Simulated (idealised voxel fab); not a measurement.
A process module follows: voxel tone inversion.
Section shown: cut. Width: 205 nm. Cell size: 5 nm, square.
Cross-section = grid of square cells, listed top down in bands; band = one or more rows.
Band: top and bottom heights (nm) first, top before bottom; then materials from left to right, widths in nm. "edge to edge" marks a sole material filling the band edge to edge. "air" denotes empty space.
For the purposes of this specification, 0 denotes the height below which the wafer in its as-received condition is composed wholly of one material, and the lowermost band, lacking a lower limit, extends downward without end, as expressed in "top 0, no bottom".
A two-number width, for instance "30->40", indicates that the width is equal to the first number in the top row of the band and to the second number in the bottom row, and that it changes by a constant amount per row of cells.
The cross-section has no changed cell in any step marked "changes: none".
Listed in "Catalogued sealed voids": every empty space of 8 or more cells without an open way to the top. Form: width x height at distance, the distance being from the left edge, all in nm.
Whatever follows a step's settings on its line is a remark the simulator itself makes about that step.
If you see "overlay nm" on a step's line and that step has a mask, it's telling you how far right of where it was planned the mask ended up; a negative number means it went left instead.
[Listed below are the process steps as planned]
1) RECEIVE | material Si
2) CONFORMAL_DEP | material SiN | thk nm 10
3) DIRECTIONAL_DEP | material polySi | thk nm 15
4) PATTERN | tone cover | mask id POSTS | material resist | width nm 20 | pitch nm 35 | thk nm 20 | overlay nm 0
5) DIRECTIONAL_ETCH | etch materials polySi | depth nm 5
6) STRIP | etch materials resist
7) FILL_DEP | material SiO2 | thk nm 5
8) CMP | height nm 25
9) STRIP | etch materials polySi
10) CONFORMAL_DEP | material TiN | thk nm 5
11) FILL_DEP | material W | thk nm 10
12) CMP | height nm 25
13) CONFORMAL_DEP | material SiCN | thk nm 5
Wafers differ in depth nm at step 5; plan lists the first wafer's value; identical starting state.
[Cross-section, first of several wafers, as delivered after step 1]
top 0, no bottom: Si edge to edge
Catalogued sealed voids: none
[So in this table every wafer gets its own row, and what you see is where it stands at the end of the module: for each material, how many cells it picked up (+) or gave up (-) since we received it, and after that its closed voids]
depth nm 5; +41 SiCN; +82 SiN; +41 TiN; +82 W; Catalogued sealed voids: none
depth nm 10; +41 SiCN; +82 SiN; +41 TiN; +82 W; Catalogued sealed voids: none
depth nm 15; +41 SiCN; +82 SiN; +75 SiO2; +32 TiN; +16 W; Catalogued sealed voids: none
depth nm 20; +41 SiCN; +82 SiN; +75 SiO2; +32 TiN; +16 W; Catalogued sealed voids: none
depth nm 25; +41 SiCN; +82 SiN; +75 SiO2; +32 TiN; +16 W; Catalogued sealed voids: none
depth nm 30; +41 SiCN; +82 SiN; +75 SiO2; +32 TiN; +16 W; Catalogued sealed voids: none
